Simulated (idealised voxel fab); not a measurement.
A process module follows: voxel quadruple lines.
This is section cut - it's 240 nm across, gridded in 5 nm square cells.
The cross-sections in this document take the form of a grid made of square cells. They are written out as bands, in order from top to bottom. Each band consists of one or more rows of cells.
Heads up on the band format: heights come first, top then bottom, in nm. After that it's the materials left to right, each with its width in nm. A single material flagged "edge to edge" fills the whole band edge to edge, and "air" means there's empty space there.
Beneath 0, the wafer as received is one material, and that level is where height counting begins. The lowest band goes on downward without a bottom; it is written like "0 nm and below".
It should be noted that a width expressed as "30->40" varies in equal increments from row to row of cells within the band, taking the value of the first number at the top row and that of the second number at the bottom row.
Where a step carries "left unchanged", the cross-section came out of it unchanged, cell for cell.
Voids not open to the top, 8 cells minimum: see "Enclosed void listing". Written width x height at distance; distance is from the left edge; nm.
What comes after the settings on a step's line is commentary from the simulator itself on that step.
When a step includes a mask, the "overlay nm" setting on its line states how far to the right of its planned place that mask lay, and negative values state how far to the left.

[Planned step list for the process]
1) RECEIVE (material Si)
2) CONFORMAL_DEP (material SiO2; thk nm 5)
3) DIRECTIONAL_DEP (material W; thk nm 10)
4) DIRECTIONAL_DEP (material polySi; thk nm 15)
5) DIRECTIONAL_DEP (material aC; thk nm 20)
6) PATTERN (tone cover; mask id MANDREL; material resist; width nm 15; pitch nm 80; thk nm 30; overlay nm 0)
7) DIRECTIONAL_ETCH (etch materials aC; depth nm 20)
8) STRIP (etch materials resist)
9) CONFORMAL_DEP (material SiO2; thk nm 15)
10) DIRECTIONAL_ETCH (etch materials SiO2; depth nm 15)
11) STRIP (etch materials aC)
12) DIRECTIONAL_ETCH (etch materials polySi; depth nm 15)
13) STRIP (etch materials SiO2)
14) CONFORMAL_DEP (material SiN; thk nm 5)
15) DIRECTIONAL_ETCH (etch materials SiN; depth nm 5)
16) STRIP (etch materials polySi)
17) DIRECTIONAL_ETCH (etch materials W; depth nm 10)
18) STRIP (etch materials SiN)
The value of width nm given for step 6 in the plan refers to the first wafer; the wafers vary in this setting and are alike at the start.

[The as-received cross-section of the first of several wafers corresponds to the state after step 1]
0 nm and below  Si edge to edge
Enclosed void listing: none

[Per wafer, end of module: cells gained (+) or lost (-) per material since receipt, then closed voids]
width nm 15 | +48 SiO2 | +16 W | Enclosed void listing: none
width nm 20 | +48 SiO2 | +16 W | Enclosed void listing: none
width nm 25 | +48 SiO2 | +16 W | Enclosed void listing: none
width nm 30 | +48 SiO2 | +16 W | Enclosed void listing: none
width nm 35 | +48 SiO2 | +16 W | Enclosed void listing: none
width nm 40 | +48 SiO2 | +16 W | Enclosed void listing: none
